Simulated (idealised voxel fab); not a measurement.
process module | voxel trench capacitor
cross-section cut | 140 nm wide | cells 5 nm
A cross-section is a grid of square cells, given in bands from the top down. A band is one or more rows of cells.
Each band's line starts with the height of the band's top and of its bottom, in nm. Then come its materials from left to right, each with its width in nm. One material with "throughout" fills the band from edge to edge. "air" is empty space.
Height 0 is the level under which the wafer as received is all one material. The lowest band goes on downwards, as in "0 down".
A width such as "30 to 40" changes by the same amount from each row of cells to the next, from the band's top row to its bottom row.
"no change" after a step means that no cell of the cross-section changed.
closed voids: empty space of 8 cells or more with no open way to the top, each as width x height at its distance from the left edge, in nm
after a step's settings: what the simulator itself notes on the step
overlay nm, on a step with a mask: how far to the right of its planned place the mask lay; to the left if negative
plan
1 op RECEIVE | material Si
2 op CONFORMAL_DEP | material SiN | thk nm 5
3 op PATTERN | tone open | mask id TRENCH | material resist | width nm 30 | pitch nm 55 | thk nm 20 | overlay nm 0
4 op DIRECTIONAL_ETCH | etch materials SiN | depth nm 10
5 op DIRECTIONAL_ETCH | etch materials Si | depth nm 35
6 op STRIP | etch materials resist
7 op CONFORMAL_DEP | material HfO2 | thk nm 5
8 op CONFORMAL_DEP | material TiN | thk nm 5
9 op FILL_DEP | material W | thk nm 10
10 op CMP | height nm 10
varied across the wafers: thk nm of step 2. The plan shows the first wafer's value. All wafers start alike
first wafer as received, after step 1
  0 down: Si throughout
  closed voids: none
each wafer at the end: cells of each material gained (+) or lost (-) since it was received, then its closed voids
thk nm 5 | +60 HfO2 | -84 Si | +16 SiN | +36 TiN | +28 W | closed voids: none
thk nm 10 | +44 HfO2 | -84 Si | +32 SiN | +36 TiN | +28 W | closed voids: none
thk nm 15 | +12 HfO2 | +44 SiN | closed voids: none
thk nm 20 | +56 SiN | closed voids: none
thk nm 25 | +56 SiN | closed voids: none
